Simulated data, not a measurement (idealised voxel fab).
This section sets out a process module, namely voxel self aligned contacts.
Displayed cross-section: cut, width of 145 nm, square cells sized 5 nm.
If you're reading a cross-section in this doc, picture square cells in a grid; it comes to you as bands, top ones listed first down to the bottom, and a band can be one or more rows of cells.
Band: top height; bottom height; in nm. Then, left to right: material with width in nm, for each material. "edge to edge": a single material spanning edge to edge. "empty": empty space.
Beneath 0, the wafer as received is one material, and that level is where height counting begins. The lowest band goes on downward without a bottom; it is written like "0 -> down".
Quick explanation for "30..40": the width changes in equal steps down the rows of cells, from the first number in the band's top row to the second number in its bottom row.
"no modification" means the step left every cell of the cross-section as it was.
Basically, "Non-vented voids" tells you about the enclosed voids: empty spaces with no open way to the top, 8 cells or bigger, each written width x height at distance, where distance is from the left edge, all in nm.
On a step's line, text after the settings is the simulator commenting on that step.
Regarding "overlay nm": on a step with a mask, it is the distance the mask lay to the right of its planned place; a negative value places it to the left.
**List of planned process steps**
| 1 | RECEIVE, material Si |
| 2 | CONFORMAL_DEP, material SiO2, thk nm 5 |
| 3 | DIRECTIONAL_DEP, material polySi, thk nm 20 |
| 4 | DIRECTIONAL_DEP, material SiN, thk nm 20 |
| 5 | PATTERN, tone cover, mask id GATE, material resist, width nm 35, pitch nm 70, thk nm 15, overlay nm 0 |
| 6 | DIRECTIONAL_ETCH, etch materials SiN, depth nm 20 |
| 7 | DIRECTIONAL_ETCH, etch materials polySi, depth nm 20 |
| 8 | STRIP, etch materials resist |
| 9 | CONFORMAL_DEP, material SiN, thk nm 10 |
| 10 | DIRECTIONAL_ETCH, etch materials SiN, depth nm 10 |
| 11 | FILL_DEP, material SiO2, thk nm 15 |
| 12 | CMP, height nm 55 |
| 13 | DIRECTIONAL_DEP, material aC, thk nm 15 |
| 14 | PATTERN, tone open, mask id CONTACT, material resist, width nm 55, thk nm 30, overlay nm 0 |
| 15 | DIRECTIONAL_ETCH, etch materials aC, depth nm 15 |
| 16 | STRIP, etch materials resist |
| 17 | DIRECTIONAL_ETCH, etch materials SiO2, depth nm 55 |
| 18 | STRIP, etch materials aC |
| 19 | CONFORMAL_DEP, material TiN, thk nm 5 |
| 20 | FILL_DEP, material W, thk nm 10 |
| 21 | CMP, height nm 55 |
| 22 | CONFORMAL_DEP, material SiN, thk nm 5 |
**Run as planned: first of two wafers**
**as received, after step 1**
  0 -> down = Si edge to edge
  Non-vented voids: none
**So this is the wafer cross-section right after step 2**
  5 -> 0 = SiO2 edge to edge
  Lower than 0, everything is as it was.
**So this is the wafer cross-section right after step 3**
  25 -> 5 = polySi edge to edge
  Lower than 5, everything is as it was.
**So this is the wafer cross-section right after step 4**
  45 -> 25 = SiN edge to edge
  Lower than 25, everything is as it was.
**So this is the wafer cross-section right after step 5**
  60 -> 45 = 20 nm empty | 35 nm resist | 35 nm empty | 35 nm resist | 20 nm empty
  Lower than 45, everything is as it was.
**So this is the wafer cross-section right after step 6**
  60 -> 45 = 20 nm empty | 35 nm resist | 35 nm empty | 35 nm resist | 20 nm empty
  45 -> 25 = 20 nm empty | 35 nm SiN | 35 nm empty | 35 nm SiN | 20 nm empty
  Lower than 25, everything is as it was.
**So this is the wafer cross-section right after step 7**
  60 -> 45 = 20 nm empty | 35 nm resist | 35 nm empty | 35 nm resist | 20 nm empty
  45 -> 25 = 20 nm empty | 35 nm SiN | 35 nm empty | 35 nm SiN | 20 nm empty
  25 -> 5 = 20 nm empty | 35 nm polySi | 35 nm empty | 35 nm polySi | 20 nm empty
  Lower than 5, everything is as it was.
**So this is the wafer cross-section right after step 8**
  45 -> 25 = 20 nm empty | 35 nm SiN | 35 nm empty | 35 nm SiN | 20 nm empty
  Lower than 25, everything is as it was.
**So this is the wafer cross-section right after step 9**
  55 -> 25 = 10 nm empty | 55 nm SiN | 15 nm empty | 55 nm SiN | 10 nm empty
  25 -> 15 = 10 nm empty | 10 nm SiN | 35 nm polySi | 10 nm SiN | 15 nm empty | 10 nm SiN | 35 nm polySi | 10 nm SiN | 10 nm empty
  15 -> 5 = 20 nm SiN | 35 nm polySi | 35 nm SiN | 35 nm polySi | 20 nm SiN
  Lower than 5, everything is as it was.
**So this is the wafer cross-section right after step 10**
  45 -> 25 = 10 nm empty | 55 nm SiN | 15 nm empty | 55 nm SiN | 10 nm empty
  25 -> 5 = 10 nm empty | 10 nm SiN | 35 nm polySi | 10 nm SiN | 15 nm empty | 10 nm SiN | 35 nm polySi | 10 nm SiN | 10 nm empty
  Lower than 5, everything is as it was.
**So this is the wafer cross-section right after step 11**
  60 -> 45 = SiO2 edge to edge
  45 -> 25 = 10 nm SiO2 | 55 nm SiN | 15 nm SiO2 | 55 nm SiN | 10 nm SiO2
  25 -> 5 = 10 nm SiO2 | 10 nm SiN | 35 nm polySi | 10 nm SiN | 15 nm SiO2 | 10 nm SiN | 35 nm polySi | 10 nm SiN | 10 nm SiO2
  Lower than 5, everything is as it was.
**So this is the wafer cross-section right after step 12**
  55 -> 45 = SiO2 edge to edge
  Lower than 45, everything is as it was.
**So this is the wafer cross-section right after step 13**
  70 -> 55 = aC edge to edge
  Lower than 55, everything is as it was.
**So this is the wafer cross-section right after step 14**
  100 -> 70 = 45 nm resist | 55 nm empty | 45 nm resist
  Lower than 70, everything is as it was.
**So this is the wafer cross-section right after step 15**
  85 -> 70 = 45 nm resist | 55 nm empty | 45 nm resist
  70 -> 55 = 45 nm aC | 55 nm empty | 45 nm aC
  Lower than 55, everything is as it was.
**So this is the wafer cross-section right after step 16**
  70 -> 55 = 45 nm aC | 55 nm empty | 45 nm aC
  Lower than 55, everything is as it was.
**So this is the wafer cross-section right after step 17**
  70 -> 55 = 45 nm aC | 55 nm empty | 45 nm aC
  55 -> 45 = 45 nm SiO2 | 55 nm empty | 45 nm SiO2
  45 -> 25 = 10 nm SiO2 | 55 nm SiN | 15 nm empty | 55 nm SiN | 10 nm SiO2
  25 -> 5 = 10 nm SiO2 | 10 nm SiN | 35 nm polySi | 10 nm SiN | 15 nm empty | 10 nm SiN | 35 nm polySi | 10 nm SiN | 10 nm SiO2
  5 -> 0 = 65 nm SiO2 | 15 nm empty | 65 nm SiO2
  Lower than 0, everything is as it was.
**So this is the wafer cross-section right after step 18**
  55 -> 45 = 45 nm SiO2 | 55 nm empty | 45 nm SiO2
  Lower than 45, everything is as it was.
**So this is the wafer cross-section right after step 19**
  60 -> 55 = 50 nm TiN | 45 nm empty | 50 nm TiN
  55 -> 45 = 45 nm SiO2 | 5..25 nm TiN | 45..5 nm empty | 5..25 nm TiN | 45 nm SiO2
  45 -> 25 = 10 nm SiO2 | 55 nm SiN | 5 nm TiN | 5 nm empty | 5 nm TiN | 55 nm SiN | 10 nm SiO2
  25 -> 5 = 10 nm SiO2 | 10 nm SiN | 35 nm polySi | 10 nm SiN | 5 nm TiN | 5 nm empty | 5 nm TiN | 10 nm SiN | 35 nm polySi | 10 nm SiN | 10 nm SiO2
  5 -> 0 = 65 nm SiO2 | 15 nm TiN | 65 nm SiO2
  Lower than 0, everything is as it was.
**So this is the wafer cross-section right after step 20**
  70 -> 60 = W edge to edge
  60 -> 55 = 50 nm TiN | 45 nm W | 50 nm TiN
  55 -> 45 = 45 nm SiO2 | 5..25 nm TiN | 45..5 nm W | 5..25 nm TiN | 45 nm SiO2
  45 -> 25 = 10 nm SiO2 | 55 nm SiN | 5 nm TiN | 5 nm W | 5 nm TiN | 55 nm SiN | 10 nm SiO2
  25 -> 5 = 10 nm SiO2 | 10 nm SiN | 35 nm polySi | 10 nm SiN | 5 nm TiN | 5 nm W | 5 nm TiN | 10 nm SiN | 35 nm polySi | 10 nm SiN | 10 nm SiO2
  Lower than 5, everything is as it was.
**So this is the wafer cross-section right after step 21**
  55 -> 45 = 45 nm SiO2 | 5..25 nm TiN | 45..5 nm W | 5..25 nm TiN | 45 nm SiO2
  Lower than 45, everything is as it was.
**So this is the wafer cross-section right after step 22**
  60 -> 55 = SiN edge to edge
  Lower than 55, everything is as it was.
**Wafer two of two - same starting point, same process plan, one mistake in execution; matches wafer one up to and including step 13**
**X-section, second wafer, when step 14 was due to finish**
  100 -> 70 = 50 nm resist | 45 nm empty | 50 nm resist
  Lower than 70, everything is as it was.
**X-section, second wafer, when step 15 was due to finish**
  85 -> 70 = 50 nm resist | 45 nm empty | 50 nm resist
  70 -> 55 = 50 nm aC | 45 nm empty | 50 nm aC
  Lower than 55, everything is as it was.
**X-section, second wafer, when step 16 was due to finish**
  70 -> 55 = 50 nm aC | 45 nm empty | 50 nm aC
  Lower than 55, everything is as it was.
**X-section, second wafer, when step 17 was due to finish**
  70 -> 55 = 50 nm aC | 45 nm empty | 50 nm aC
  55 -> 45 = 50 nm SiO2 | 45 nm empty | 50 nm SiO2
  45 -> 25 = 10 nm SiO2 | 55 nm SiN | 15 nm empty | 55 nm SiN | 10 nm SiO2
  25 -> 5 = 10 nm SiO2 | 10 nm SiN | 35 nm polySi | 10 nm SiN | 15 nm empty | 10 nm SiN | 35 nm polySi | 10 nm SiN | 10 nm SiO2
  5 -> 0 = 65 nm SiO2 | 15 nm empty | 65 nm SiO2
  Lower than 0, everything is as it was.
**X-section, second wafer, when step 18 was due to finish**
  55 -> 45 = 50 nm SiO2 | 45 nm empty | 50 nm SiO2
  Lower than 45, everything is as it was.
**X-section, second wafer, when step 19 was due to finish**
  60 -> 55 = 55 nm TiN | 35 nm empty | 55 nm TiN
  55 -> 45 = 50 nm SiO2 | 5..20 nm TiN | 35..5 nm empty | 5..20 nm TiN | 50 nm SiO2
  45 -> 25 = 10 nm SiO2 | 55 nm SiN | 5 nm TiN | 5 nm empty | 5 nm TiN | 55 nm SiN | 10 nm SiO2
  25 -> 5 = 10 nm SiO2 | 10 nm SiN | 35 nm polySi | 10 nm SiN | 5 nm TiN | 5 nm empty | 5 nm TiN | 10 nm SiN | 35 nm polySi | 10 nm SiN | 10 nm SiO2
  5 -> 0 = 65 nm SiO2 | 15 nm TiN | 65 nm SiO2
  Lower than 0, everything is as it was.
**X-section, second wafer, when step 20 was due to finish**
  70 -> 60 = W edge to edge
  60 -> 55 = 55 nm TiN | 35 nm W | 55 nm TiN
  55 -> 45 = 50 nm SiO2 | 5..20 nm TiN | 35..5 nm W | 5..20 nm TiN | 50 nm SiO2
  45 -> 25 = 10 nm SiO2 | 55 nm SiN | 5 nm TiN | 5 nm W | 5 nm TiN | 55 nm SiN | 10 nm SiO2
  25 -> 5 = 10 nm SiO2 | 10 nm SiN | 35 nm polySi | 10 nm SiN | 5 nm TiN | 5 nm W | 5 nm TiN | 10 nm SiN | 35 nm polySi | 10 nm SiN | 10 nm SiO2
  Lower than 5, everything is as it was.
**X-section, second wafer, when step 21 was due to finish**
  55 -> 45 = 50 nm SiO2 | 5..20 nm TiN | 35..5 nm W | 5..20 nm TiN | 50 nm SiO2
  Lower than 45, everything is as it was.
**X-section, second wafer, when step 22 was due to finish**
  60 -> 55 = SiN edge to edge
  Lower than 55, everything is as it was.
Want to know what went wrong? step 14 ran as: PATTERN, tone open, mask id CONTACT, material resist, width nm 45, thk nm 30, overlay nm 0
Final cells, second wafer relative to first, materials higher or lower: 4 more of SiO2, 2 fewer of TiN, 2 fewer of W
